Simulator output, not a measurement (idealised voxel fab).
Documented hereafter: the process module known as voxel transistor to metal.
In the cross-section labelled cut, the width is 160 nm and each square cell is 5 nm.
Throughout this document, each cross-section is represented as a grid of square cells and is presented as a sequence of bands enumerated from the top downward, where a band comprises one or more rows of cells.
It is stipulated that each band's entry specify, in nanometres, the height of the top of the band and then that of its bottom, followed by the materials of the band in left-to-right sequence, each together with its width in nanometres. A single material marked by the word "edge to edge" is understood to fill the band from edge to edge; the word "air" is understood to denote empty space.
We count height from 0. Below that, the starting wafer is all one material. The lowest band never ends at the bottom but goes on down; see "0 nm and below" for how that is written.
You'd read "30->40" like this: the band's top row of cells is as wide as the first number, its bottom row is as wide as the second, and going down, every row changes width by the same amount as the row before did.
You'll sometimes find "nothing different" written for a step, and that's the way of saying that nowhere in the cross-section did a cell change during that step.
"Sealed void listing": sealed empty spaces, 8 cells or more, no open way to top, listed width x height at distance, with distance from the left edge and width, height and distance in nm.
Note: text after step settings on the step line = simulator remark on that step.
overlay nm: right-of-plan distance of the mask on a masked step; negative values mean left-of-plan.

BELOW IS THE LIST OF PLANNED PROCESS STEPS
1 RECEIVE [material Si]
2 CONFORMAL_DEP [material SiO2] [thk nm 5]
3 CONFORMAL_DEP [material SiN] [thk nm 10]
4 PATTERN [tone cover] [mask id ACTIVE] [material resist] [width nm 100] [thk nm 20] [overlay nm 0]
5 DIRECTIONAL_ETCH [etch materials SiN] [depth nm 10]
6 DIRECTIONAL_ETCH [etch materials SiO2] [depth nm 5]
7 DIRECTIONAL_ETCH [etch materials Si] [depth nm 30]
8 STRIP [etch materials resist]
9 OXIDIZE [depth nm 5]
10 FILL_DEP [material SiO2] [thk nm 15]
11 CMP [height nm 15]
12 SELECTIVE_ETCH [etch materials SiO2] [depth nm 5]
13 STRIP [etch materials SiN]
14 SELECTIVE_ETCH [etch materials SiO2] [depth nm 5]
15 OXIDIZE [depth nm 5]
16 DIRECTIONAL_DEP [material polySi] [thk nm 25]
17 DIRECTIONAL_DEP [material SiCN] [thk nm 15]
18 DIRECTIONAL_DEP [material aC] [thk nm 15]
19 PATTERN [tone cover] [mask id GATE] [material resist] [width nm 30] [thk nm 30] [overlay nm 0]
20 DIRECTIONAL_ETCH [etch materials aC] [depth nm 15]
21 STRIP [etch materials resist]
22 DIRECTIONAL_ETCH [etch materials SiCN] [depth nm 25]
23 DIRECTIONAL_ETCH [etch materials polySi] [depth nm 35]
24 STRIP [etch materials aC]
25 CONFORMAL_DEP [material SiN] [thk nm 5]
26 DIRECTIONAL_ETCH [etch materials SiN] [depth nm 5]
27 DIRECTIONAL_ETCH [etch materials SiO2] [depth nm 5]
28 DIRECTIONAL_ETCH [etch materials Si] [depth nm 15]
29 EPI [material pSi] [thk nm 15]
30 FILL_DEP [material SiO2] [thk nm 10]
31 CMP [height nm 25]
32 STRIP [etch materials polySi]
33 SELECTIVE_ETCH [etch materials SiO2] [depth nm 5]
34 CONFORMAL_DEP [material HfO2] [thk nm 5]
35 CONFORMAL_DEP [material TiN] [thk nm 5]
36 FILL_DEP [material W] [thk nm 5]
37 CMP [height nm 20]
38 DIRECTIONAL_DEP [material SiO2] [thk nm 10]
39 MASKED_ETCH [tone open] [mask id CONTACT] [width nm 15] [pitch nm 75] [etch materials SiO2] [depth nm 35] [overlay nm 0]
40 CONFORMAL_DEP [material TiN] [thk nm 5]
41 FILL_DEP [material Ru] [thk nm 5]
42 CMP [height nm 30]
43 CONFORMAL_DEP [material SiN] [thk nm 5]
44 DIRECTIONAL_DEP [material SiO2] [thk nm 25]
45 PATTERN [tone open] [mask id METAL_1] [material resist] [width nm 15] [pitch nm 75] [thk nm 20] [overlay nm 0]
46 DIRECTIONAL_ETCH [etch materials SiO2] [depth nm 25]
47 DIRECTIONAL_ETCH [etch materials SiN] [depth nm 5]
48 STRIP [etch materials resist]
49 CONFORMAL_DEP [material TiN] [thk nm 5]
50 FILL_DEP [material Cu] [thk nm 10]
51 CMP [height nm 60]
52 EPI [material Ru] [thk nm 5]
53 FILL_DEP [material SiCN] [thk nm 5]

THE FIRST OF TWO WAFERS, RUN AS PLANNED

CROSS-SECTION OF THE WAFER AT RECEIPT, WHICH IS THE CONDITION AFTER STEP 1
- 0 nm and below: Si edge to edge
- Sealed void listing: none

THE WAFER, SEEN IN CROSS-SECTION, AFTER STEP 2
- 5 nm to 0 nm: SiO2 edge to edge
- Heights below 0 show no change.

THE WAFER, SEEN IN CROSS-SECTION, AFTER STEP 3
- 15 nm to 5 nm: SiN edge to edge
- Heights below 5 show no change.

THE WAFER, SEEN IN CROSS-SECTION, AFTER STEP 4
- 35 nm to 15 nm: air 30 nm  resist 100 nm  air 30 nm
- Heights below 15 show no change.

THE WAFER, SEEN IN CROSS-SECTION, AFTER STEP 5
- 35 nm to 15 nm: air 30 nm  resist 100 nm  air 30 nm
- 15 nm to 5 nm: air 30 nm  SiN 100 nm  air 30 nm
- Heights below 5 show no change.

THE WAFER, SEEN IN CROSS-SECTION, AFTER STEP 6
- 35 nm to 15 nm: air 30 nm  resist 100 nm  air 30 nm
- 15 nm to 5 nm: air 30 nm  SiN 100 nm  air 30 nm
- 5 nm to 0 nm: air 30 nm  SiO2 100 nm  air 30 nm
- Heights below 0 show no change.

THE WAFER, SEEN IN CROSS-SECTION, AFTER STEP 7
- 35 nm to 15 nm: air 30 nm  resist 100 nm  air 30 nm
- 15 nm to 5 nm: air 30 nm  SiN 100 nm  air 30 nm
- 5 nm to 0 nm: air 30 nm  SiO2 100 nm  air 30 nm
- 0 nm to -30 nm: air 30 nm  Si 100 nm  air 30 nm
- Heights below -30 show no change.

THE WAFER, SEEN IN CROSS-SECTION, AFTER STEP 8
- 15 nm to 5 nm: air 30 nm  SiN 100 nm  air 30 nm
- Heights below 5 show no change.

THE WAFER, SEEN IN CROSS-SECTION, AFTER STEP 9
- 15 nm to 5 nm: air 30 nm  SiN 100 nm  air 30 nm
- 5 nm to 0 nm: air 30 nm  SiO2 100 nm  air 30 nm
- 0 nm to -30 nm: air 30 nm  SiO2 5 nm  Si 90 nm  SiO2 5 nm  air 30 nm
- -30 nm to -35 nm: SiO2 35 nm  Si 90 nm  SiO2 35 nm
- Heights below -35 show no change.

THE WAFER, SEEN IN CROSS-SECTION, AFTER STEP 10
- 30 nm to 15 nm: SiO2 edge to edge
- 15 nm to 5 nm: SiO2 30 nm  SiN 100 nm  SiO2 30 nm
- 5 nm to 0 nm: SiO2 edge to edge
- 0 nm to -35 nm: SiO2 35 nm  Si 90 nm  SiO2 35 nm
- Heights below -35 show no change.

THE WAFER, SEEN IN CROSS-SECTION, AFTER STEP 11
- 15 nm to 5 nm: SiO2 30 nm  SiN 100 nm  SiO2 30 nm
- Heights below 5 show no change.

THE WAFER, SEEN IN CROSS-SECTION, AFTER STEP 12
- 15 nm to 10 nm: air 30 nm  SiN 100 nm  air 30 nm
- Heights below 10 show no change.

THE WAFER, SEEN IN CROSS-SECTION, AFTER STEP 13
- 10 nm to 5 nm: SiO2 30 nm  air 100 nm  SiO2 30 nm
- Heights below 5 show no change.

THE WAFER, SEEN IN CROSS-SECTION, AFTER STEP 14
- 5 nm to 0 nm: SiO2 25 nm  air 110 nm  SiO2 25 nm
- Heights below 0 show no change.

THE WAFER, SEEN IN CROSS-SECTION, AFTER STEP 15
- 5 nm to 0 nm: SiO2 25 nm  air 110 nm  SiO2 25 nm
- 0 nm to -5 nm: SiO2 edge to edge
- Heights below -5 show no change.

THE WAFER, SEEN IN CROSS-SECTION, AFTER STEP 16
- 30 nm to 25 nm: polySi 25 nm  air 110 nm  polySi 25 nm
- 25 nm to 5 nm: polySi edge to edge
- 5 nm to 0 nm: SiO2 25 nm  polySi 110 nm  SiO2 25 nm
- Heights below 0 show no change.

THE WAFER, SEEN IN CROSS-SECTION, AFTER STEP 17
- 45 nm to 40 nm: SiCN 25 nm  air 110 nm  SiCN 25 nm
- 40 nm to 30 nm: SiCN edge to edge
- 30 nm to 25 nm: polySi 25 nm  SiCN 110 nm  polySi 25 nm
- Heights below 25 show no change.

THE WAFER, SEEN IN CROSS-SECTION, AFTER STEP 18
- 60 nm to 55 nm: aC 25 nm  air 110 nm  aC 25 nm
- 55 nm to 45 nm: aC edge to edge
- 45 nm to 40 nm: SiCN 25 nm  aC 110 nm  SiCN 25 nm
- Heights below 40 show no change.

THE WAFER, SEEN IN CROSS-SECTION, AFTER STEP 19
- 90 nm to 60 nm: air 65 nm  resist 30 nm  air 65 nm
- 60 nm to 55 nm: aC 25 nm  air 40 nm  resist 30 nm  air 40 nm  aC 25 nm
- Heights below 55 show no change.

THE WAFER, SEEN IN CROSS-SECTION, AFTER STEP 20
- 75 nm to 55 nm: air 65 nm  resist 30 nm  air 65 nm
- 55 nm to 45 nm: air 65 nm  aC 30 nm  air 65 nm
- 45 nm to 40 nm: SiCN 25 nm  air 40 nm  aC 30 nm  air 40 nm  SiCN 25 nm
- Heights below 40 show no change.

THE WAFER, SEEN IN CROSS-SECTION, AFTER STEP 21
- 55 nm to 45 nm: air 65 nm  aC 30 nm  air 65 nm
- Heights below 45 show no change.

THE WAFER, SEEN IN CROSS-SECTION, AFTER STEP 22
- 55 nm to 40 nm: air 65 nm  aC 30 nm  air 65 nm
- 40 nm to 30 nm: air 65 nm  SiCN 30 nm  air 65 nm
- 30 nm to 25 nm: polySi 25 nm  air 40 nm  SiCN 30 nm  air 40 nm  polySi 25 nm
- Heights below 25 show no change.

THE WAFER, SEEN IN CROSS-SECTION, AFTER STEP 23
- 55 nm to 40 nm: air 65 nm  aC 30 nm  air 65 nm
- 40 nm to 25 nm: air 65 nm  SiCN 30 nm  air 65 nm
- 25 nm to 5 nm: air 65 nm  polySi 30 nm  air 65 nm
- 5 nm to 0 nm: SiO2 25 nm  air 40 nm  polySi 30 nm  air 40 nm  SiO2 25 nm
- Heights below 0 show no change.

THE WAFER, SEEN IN CROSS-SECTION, AFTER STEP 24
- 40 nm to 25 nm: air 65 nm  SiCN 30 nm  air 65 nm
- Heights below 25 show no change.

THE WAFER, SEEN IN CROSS-SECTION, AFTER STEP 25
- 45 nm to 40 nm: air 60 nm  SiN 40 nm  air 60 nm
- 40 nm to 25 nm: air 60 nm  SiN 5 nm  SiCN 30 nm  SiN 5 nm  air 60 nm
- 25 nm to 10 nm: air 60 nm  SiN 5 nm  polySi 30 nm  SiN 5 nm  air 60 nm
- 10 nm to 5 nm: SiN 30 nm  air 30 nm  SiN 5 nm  polySi 30 nm  SiN 5 nm  air 30 nm  SiN 30 nm
- 5 nm to 0 nm: SiO2 25 nm  SiN 40 nm  polySi 30 nm  SiN 40 nm  SiO2 25 nm
- Heights below 0 show no change.

THE WAFER, SEEN IN CROSS-SECTION, AFTER STEP 26
- 40 nm to 25 nm: air 60 nm  SiN 5 nm  SiCN 30 nm  SiN 5 nm  air 60 nm
- 25 nm to 5 nm: air 60 nm  SiN 5 nm  polySi 30 nm  SiN 5 nm  air 60 nm
- 5 nm to 0 nm: SiO2 25 nm  SiN 5 nm  air 30 nm  SiN 5 nm  polySi 30 nm  SiN 5 nm  air 30 nm  SiN 5 nm  SiO2 25 nm
- Heights below 0 show no change.

THE WAFER, SEEN IN CROSS-SECTION, AFTER STEP 27
- 40 nm to 25 nm: air 60 nm  SiN 5 nm  SiCN 30 nm  SiN 5 nm  air 60 nm
- 25 nm to 5 nm: air 60 nm  SiN 5 nm  polySi 30 nm  SiN 5 nm  air 60 nm
- 5 nm to 0 nm: air 25 nm  SiN 5 nm  air 30 nm  SiN 5 nm  polySi 30 nm  SiN 5 nm  air 30 nm  SiN 5 nm  air 25 nm
- 0 nm to -5 nm: SiO2 30 nm  air 30 nm  SiO2 40 nm  air 30 nm  SiO2 30 nm
- Heights below -5 show no change.

THE WAFER, SEEN IN CROSS-SECTION, AFTER STEP 28
- 40 nm to 25 nm: air 60 nm  SiN 5 nm  SiCN 30 nm  SiN 5 nm  air 60 nm
- 25 nm to 5 nm: air 60 nm  SiN 5 nm  polySi 30 nm  SiN 5 nm  air 60 nm
- 5 nm to 0 nm: air 25 nm  SiN 5 nm  air 30 nm  SiN 5 nm  polySi 30 nm  SiN 5 nm  air 30 nm  SiN 5 nm  air 25 nm
- 0 nm to -5 nm: SiO2 30 nm  air 30 nm  SiO2 40 nm  air 30 nm  SiO2 30 nm
- -5 nm to -20 nm: SiO2 35 nm  air 25 nm  Si 40 nm  air 25 nm  SiO2 35 nm
- Heights below -20 show no change.

THE WAFER, SEEN IN CROSS-SECTION, AFTER STEP 29
- 40 nm to 25 nm: air 60 nm  SiN 5 nm  SiCN 30 nm  SiN 5 nm  air 60 nm
- 25 nm to 10 nm: air 60 nm  SiN 5 nm  polySi 30 nm  SiN 5 nm  air 60 nm
- 10 nm to 5 nm: air 45 nm  pSi 15 nm  SiN 5 nm  polySi 30 nm  SiN 5 nm  pSi 15 nm  air 45 nm
- 5 nm to 0 nm: air 25 nm  SiN 5 nm  air 15 nm  pSi 15 nm  SiN 5 nm  polySi 30 nm  SiN 5 nm  pSi 15 nm  air 15 nm  SiN 5 nm  air 25 nm
- 0 nm to -5 nm: SiO2 30 nm  air 15 nm  pSi 15 nm  SiO2 40 nm  pSi 15 nm  air 15 nm  SiO2 30 nm
- -5 nm to -20 nm: SiO2 35 nm  pSi 25 nm  Si 40 nm  pSi 25 nm  SiO2 35 nm
- Heights below -20 show no change.

THE WAFER, SEEN IN CROSS-SECTION, AFTER STEP 30
- 50 nm to 40 nm: SiO2 edge to edge
- 40 nm to 25 nm: SiO2 60 nm  SiN 5 nm  SiCN 30 nm  SiN 5 nm  SiO2 60 nm
- 25 nm to 10 nm: SiO2 60 nm  SiN 5 nm  polySi 30 nm  SiN 5 nm  SiO2 60 nm
- 10 nm to 5 nm: SiO2 45 nm  pSi 15 nm  SiN 5 nm  polySi 30 nm  SiN 5 nm  pSi 15 nm  SiO2 45 nm
- 5 nm to 0 nm: SiO2 25 nm  SiN 5 nm  SiO2 15 nm  pSi 15 nm  SiN 5 nm  polySi 30 nm  SiN 5 nm  pSi 15 nm  SiO2 15 nm  SiN 5 nm  SiO2 25 nm
- 0 nm to -5 nm: SiO2 45 nm  pSi 15 nm  SiO2 40 nm  pSi 15 nm  SiO2 45 nm
- Heights below -5 show no change.

THE WAFER, SEEN IN CROSS-SECTION, AFTER STEP 31
- 25 nm to 10 nm: SiO2 60 nm  SiN 5 nm  polySi 30 nm  SiN 5 nm  SiO2 60 nm
- Heights below 10 show no change.

THE WAFER, SEEN IN CROSS-SECTION, AFTER STEP 32
- 25 nm to 10 nm: SiO2 60 nm  SiN 5 nm  air 30 nm  SiN 5 nm  SiO2 60 nm
- 10 nm to 5 nm: SiO2 45 nm  pSi 15 nm  SiN 5 nm  air 30 nm  SiN 5 nm  pSi 15 nm  SiO2 45 nm
- 5 nm to 0 nm: SiO2 25 nm  SiN 5 nm  SiO2 15 nm  pSi 15 nm  SiN 5 nm  air 30 nm  SiN 5 nm  pSi 15 nm  SiO2 15 nm  SiN 5 nm  SiO2 25 nm
- Heights below 0 show no change.

THE WAFER, SEEN IN CROSS-SECTION, AFTER STEP 33
- 25 nm to 20 nm: air 60 nm  SiN 5 nm  air 30 nm  SiN 5 nm  air 60 nm
- 20 nm to 10 nm: SiO2 60 nm  SiN 5 nm  air 30 nm  SiN 5 nm  SiO2 60 nm
- 10 nm to 5 nm: SiO2 45 nm  pSi 15 nm  SiN 5 nm  air 30 nm  SiN 5 nm  pSi 15 nm  SiO2 45 nm
- 5 nm to 0 nm: SiO2 25 nm  SiN 5 nm  SiO2 15 nm  pSi 15 nm  SiN 5 nm  air 30 nm  SiN 5 nm  pSi 15 nm  SiO2 15 nm  SiN 5 nm  SiO2 25 nm
- 0 nm to -5 nm: SiO2 45 nm  pSi 15 nm  air 40 nm  pSi 15 nm  SiO2 45 nm
- Heights below -5 show no change.

THE WAFER, SEEN IN CROSS-SECTION, AFTER STEP 34
- 30 nm to 25 nm: air 55 nm  HfO2 15 nm  air 20 nm  HfO2 15 nm  air 55 nm
- 25 nm to 20 nm: HfO2 60 nm  SiN 5 nm  HfO2 5 nm  air 20 nm  HfO2 5 nm  SiN 5 nm  HfO2 60 nm
- 20 nm to 10 nm: SiO2 60 nm  SiN 5 nm  HfO2 5 nm  air 20 nm  HfO2 5 nm  SiN 5 nm  SiO2 60 nm
- 10 nm to 5 nm: SiO2 45 nm  pSi 15 nm  SiN 5 nm  HfO2 5 nm  air 20 nm  HfO2 5 nm  SiN 5 nm  pSi 15 nm  SiO2 45 nm
- 5 nm to 0 nm: SiO2 25 nm  SiN 5 nm  SiO2 15 nm  pSi 15 nm  SiN 5 nm  HfO2 5 nm  air 20 nm  HfO2 5 nm  SiN 5 nm  pSi 15 nm  SiO2 15 nm  SiN 5 nm  SiO2 25 nm
- 0 nm to -5 nm: SiO2 45 nm  pSi 15 nm  HfO2 40 nm  pSi 15 nm  SiO2 45 nm
- Heights below -5 show no change.

THE WAFER, SEEN IN CROSS-SECTION, AFTER STEP 35
- 35 nm to 30 nm: air 50 nm  TiN 25 nm  air 10 nm  TiN 25 nm  air 50 nm
- 30 nm to 25 nm: TiN 55 nm  HfO2 15 nm  TiN 5 nm  air 10 nm  TiN 5 nm  HfO2 15 nm  TiN 55 nm
- 25 nm to 20 nm: HfO2 60 nm  SiN 5 nm  HfO2 5 nm  TiN 5 nm  air 10 nm  TiN 5 nm  HfO2 5 nm  SiN 5 nm  HfO2 60 nm
- 20 nm to 10 nm: SiO2 60 nm  SiN 5 nm  HfO2 5 nm  TiN 5 nm  air 10 nm  TiN 5 nm  HfO2 5 nm  SiN 5 nm  SiO2 60 nm
- 10 nm to 5 nm: SiO2 45 nm  pSi 15 nm  SiN 5 nm  HfO2 5 nm  TiN 5 nm  air 10 nm  TiN 5 nm  HfO2 5 nm  SiN 5 nm  pSi 15 nm  SiO2 45 nm
- 5 nm to 0 nm: SiO2 25 nm  SiN 5 nm  SiO2 15 nm  pSi 15 nm  SiN 5 nm  HfO2 5 nm  TiN 20 nm  HfO2 5 nm  SiN 5 nm  pSi 15 nm  SiO2 15 nm  SiN 5 nm  SiO2 25 nm
- Heights below 0 show no change.

THE WAFER, SEEN IN CROSS-SECTION, AFTER STEP 36
- 40 nm to 35 nm: W edge to edge
- 35 nm to 30 nm: W 50 nm  TiN 25 nm  W 10 nm  TiN 25 nm  W 50 nm
- 30 nm to 25 nm: TiN 55 nm  HfO2 15 nm  TiN 5 nm  W 10 nm  TiN 5 nm  HfO2 15 nm  TiN 55 nm
- 25 nm to 20 nm: HfO2 60 nm  SiN 5 nm  HfO2 5 nm  TiN 5 nm  W 10 nm  TiN 5 nm  HfO2 5 nm  SiN 5 nm  HfO2 60 nm
- 20 nm to 10 nm: SiO2 60 nm  SiN 5 nm  HfO2 5 nm  TiN 5 nm  W 10 nm  TiN 5 nm  HfO2 5 nm  SiN 5 nm  SiO2 60 nm
- 10 nm to 5 nm: SiO2 45 nm  pSi 15 nm  SiN 5 nm  HfO2 5 nm  TiN 5 nm  W 10 nm  TiN 5 nm  HfO2 5 nm  SiN 5 nm  pSi 15 nm  SiO2 45 nm
- Heights below 5 show no change.

THE WAFER, SEEN IN CROSS-SECTION, AFTER STEP 37
- 20 nm to 10 nm: SiO2 60 nm  SiN 5 nm  HfO2 5 nm  TiN 5 nm  W 10 nm  TiN 5 nm  HfO2 5 nm  SiN 5 nm  SiO2 60 nm
- Heights below 10 show no change.

THE WAFER, SEEN IN CROSS-SECTION, AFTER STEP 38
- 30 nm to 20 nm: SiO2 edge to edge
- Heights below 20 show no change.

THE WAFER, SEEN IN CROSS-SECTION, AFTER STEP 39
- 30 nm to 20 nm: SiO2 35 nm  air 15 nm  SiO2 60 nm  air 15 nm  SiO2 35 nm
- 20 nm to 10 nm: SiO2 35 nm  air 15 nm  SiO2 10 nm  SiN 5 nm  HfO2 5 nm  TiN 5 nm  W 10 nm  TiN 5 nm  HfO2 5 nm  SiN 5 nm  SiO2 10 nm  air 15 nm  SiO2 35 nm
- 10 nm to 5 nm: SiO2 35 nm  air 10 nm  pSi 15 nm  SiN 5 nm  HfO2 5 nm  TiN 5 nm  W 10 nm  TiN 5 nm  HfO2 5 nm  SiN 5 nm  pSi 15 nm  air 10 nm  SiO2 35 nm
- 5 nm to 0 nm: SiO2 25 nm  SiN 5 nm  SiO2 5 nm  air 10 nm  pSi 15 nm  SiN 5 nm  HfO2 5 nm  TiN 20 nm  HfO2 5 nm  SiN 5 nm  pSi 15 nm  air 10 nm  SiO2 5 nm  SiN 5 nm  SiO2 25 nm
- 0 nm to -5 nm: SiO2 35 nm  air 10 nm  pSi 15 nm  HfO2 40 nm  pSi 15 nm  air 10 nm  SiO2 35 nm
- Heights below -5 show no change.

THE WAFER, SEEN IN CROSS-SECTION, AFTER STEP 40
- 35 nm to 30 nm: TiN 40 nm  air 5 nm  TiN 70 nm  air 5 nm  TiN 40 nm
- 30 nm to 20 nm: SiO2 35 nm  TiN 5 nm  air 5 nm  TiN 5 nm  SiO2 60 nm  TiN 5 nm  air 5 nm  TiN 5 nm  SiO2 35 nm
- 20 nm to 15 nm: SiO2 35 nm  TiN 5 nm  air 5 nm  TiN 5 nm  SiO2 10 nm  SiN 5 nm  HfO2 5 nm  TiN 5 nm  W 10 nm  TiN 5 nm  HfO2 5 nm  SiN 5 nm  SiO2 10 nm  TiN 5 nm  air 5 nm  TiN 5 nm  SiO2 35 nm
- 15 nm to 10 nm: SiO2 35 nm  TiN 15 nm  SiO2 10 nm  SiN 5 nm  HfO2 5 nm  TiN 5 nm  W 10 nm  TiN 5 nm  HfO2 5 nm  SiN 5 nm  SiO2 10 nm  TiN 15 nm  SiO2 35 nm
- 10 nm to 5 nm: SiO2 35 nm  TiN 10 nm  pSi 15 nm  SiN 5 nm  HfO2 5 nm  TiN 5 nm  W 10 nm  TiN 5 nm  HfO2 5 nm  SiN 5 nm  pSi 15 nm  TiN 10 nm  SiO2 35 nm
- 5 nm to 0 nm: SiO2 25 nm  SiN 5 nm  SiO2 5 nm  TiN 10 nm  pSi 15 nm  SiN 5 nm  HfO2 5 nm  TiN 20 nm  HfO2 5 nm  SiN 5 nm  pSi 15 nm  TiN 10 nm  SiO2 5 nm  SiN 5 nm  SiO2 25 nm
- 0 nm to -5 nm: SiO2 35 nm  TiN 10 nm  pSi 15 nm  HfO2 40 nm  pSi 15 nm  TiN 10 nm  SiO2 35 nm
- Heights below -5 show no change.

THE WAFER, SEEN IN CROSS-SECTION, AFTER STEP 41
- 40 nm to 35 nm: Ru edge to edge
- 35 nm to 30 nm: TiN 40 nm  Ru 5 nm  TiN 70 nm  Ru 5 nm  TiN 40 nm
- 30 nm to 20 nm: SiO2 35 nm  TiN 5 nm  Ru 5 nm  TiN 5 nm  SiO2 60 nm  TiN 5 nm  Ru 5 nm  TiN 5 nm  SiO2 35 nm
- 20 nm to 15 nm: SiO2 35 nm  TiN 5 nm  Ru 5 nm  TiN 5 nm  SiO2 10 nm  SiN 5 nm  HfO2 5 nm  TiN 5 nm  W 10 nm  TiN 5 nm  HfO2 5 nm  SiN 5 nm  SiO2 10 nm  TiN 5 nm  Ru 5 nm  TiN 5 nm  SiO2 35 nm
- Heights below 15 show no change.

THE WAFER, SEEN IN CROSS-SECTION, AFTER STEP 42
- 30 nm to 20 nm: SiO2 35 nm  TiN 5 nm  Ru 5 nm  TiN 5 nm  SiO2 60 nm  TiN 5 nm  Ru 5 nm  TiN 5 nm  SiO2 35 nm
- Heights below 20 show no change.

THE WAFER, SEEN IN CROSS-SECTION, AFTER STEP 43
- 35 nm to 30 nm: SiN edge to edge
- Heights below 30 show no change.

THE WAFER, SEEN IN CROSS-SECTION, AFTER STEP 44
- 60 nm to 35 nm: SiO2 edge to edge
- Heights below 35 show no change.

THE WAFER, SEEN IN CROSS-SECTION, AFTER STEP 45
- 80 nm to 60 nm: resist 35 nm  air 15 nm  resist 60 nm  air 15 nm  resist 35 nm
- Heights below 60 show no change.

THE WAFER, SEEN IN CROSS-SECTION, AFTER STEP 46
- 80 nm to 60 nm: resist 35 nm  air 15 nm  resist 60 nm  air 15 nm  resist 35 nm
- 60 nm to 35 nm: SiO2 35 nm  air 15 nm  SiO2 60 nm  air 15 nm  SiO2 35 nm
- Heights below 35 show no change.

THE WAFER, SEEN IN CROSS-SECTION, AFTER STEP 47
- 80 nm to 60 nm: resist 35 nm  air 15 nm  resist 60 nm  air 15 nm  resist 35 nm
- 60 nm to 35 nm: SiO2 35 nm  air 15 nm  SiO2 60 nm  air 15 nm  SiO2 35 nm
- 35 nm to 30 nm: SiN 35 nm  air 15 nm  SiN 60 nm  air 15 nm  SiN 35 nm
- Heights below 30 show no change.

THE WAFER, SEEN IN CROSS-SECTION, AFTER STEP 48
- 60 nm to 35 nm: SiO2 35 nm  air 15 nm  SiO2 60 nm  air 15 nm  SiO2 35 nm
- Heights below 35 show no change.

THE WAFER, SEEN IN CROSS-SECTION, AFTER STEP 49
- 65 nm to 60 nm: TiN 40 nm  air 5 nm  TiN 70 nm  air 5 nm  TiN 40 nm
- 60 nm to 35 nm: SiO2 35 nm  TiN 5 nm  air 5 nm  TiN 5 nm  SiO2 60 nm  TiN 5 nm  air 5 nm  TiN 5 nm  SiO2 35 nm
- 35 nm to 30 nm: SiN 35 nm  TiN 15 nm  SiN 60 nm  TiN 15 nm  SiN 35 nm
- Heights below 30 show no change.

THE WAFER, SEEN IN CROSS-SECTION, AFTER STEP 50
- 75 nm to 65 nm: Cu edge to edge
- 65 nm to 60 nm: TiN 40 nm  Cu 5 nm  TiN 70 nm  Cu 5 nm  TiN 40 nm
- 60 nm to 35 nm: SiO2 35 nm  TiN 5 nm  Cu 5 nm  TiN 5 nm  SiO2 60 nm  TiN 5 nm  Cu 5 nm  TiN 5 nm  SiO2 35 nm
- Heights below 35 show no change.

THE WAFER, SEEN IN CROSS-SECTION, AFTER STEP 51
- 60 nm to 35 nm: SiO2 35 nm  TiN 5 nm  Cu 5 nm  TiN 5 nm  SiO2 60 nm  TiN 5 nm  Cu 5 nm  TiN 5 nm  SiO2 35 nm
- Heights below 35 show no change.

THE WAFER, SEEN IN CROSS-SECTION, AFTER STEP 52
- 65 nm to 60 nm: air 30 nm  Ru 25 nm  air 50 nm  Ru 25 nm  air 30 nm
- Heights below 60 show no change.

THE WAFER, SEEN IN CROSS-SECTION, AFTER STEP 53
- 70 nm to 65 nm: SiCN edge to edge
- 65 nm to 60 nm: SiCN 30 nm  Ru 25 nm  SiCN 50 nm  Ru 25 nm  SiCN 30 nm
- Heights below 60 show no change.

SECOND WAFER, SAME STARTING STATE AND PLAN AS THE FIRST, ONE MISTAKE IN THE RUN, IDENTICAL THROUGH STEP 50

HERE IS THE SECOND WAFER IN CROSS-SECTION AT THE POINT WHERE STEP 51 OF THE PLAN SHOULD HAVE BEEN DONE
- 70 nm to 65 nm: Cu edge to edge
- Heights below 65 show no change.

HERE IS THE SECOND WAFER IN CROSS-SECTION AT THE POINT WHERE STEP 52 OF THE PLAN SHOULD HAVE BEEN DONE
- 75 nm to 70 nm: Ru edge to edge
- Heights below 70 show no change.

HERE IS THE SECOND WAFER IN CROSS-SECTION AT THE POINT WHERE STEP 53 OF THE PLAN SHOULD HAVE BEEN DONE
- 80 nm to 75 nm: SiCN edge to edge
- Heights below 75 show no change.
Finding, execution versus plan: step 51 ran as: CMP [height nm 70]
Upon completion, the second wafer contains, in terms of cells, a greater or smaller amount of certain materials than the first wafer: 34 more of Cu | 22 more of Ru | 22 fewer of SiCN | 30 more of TiN
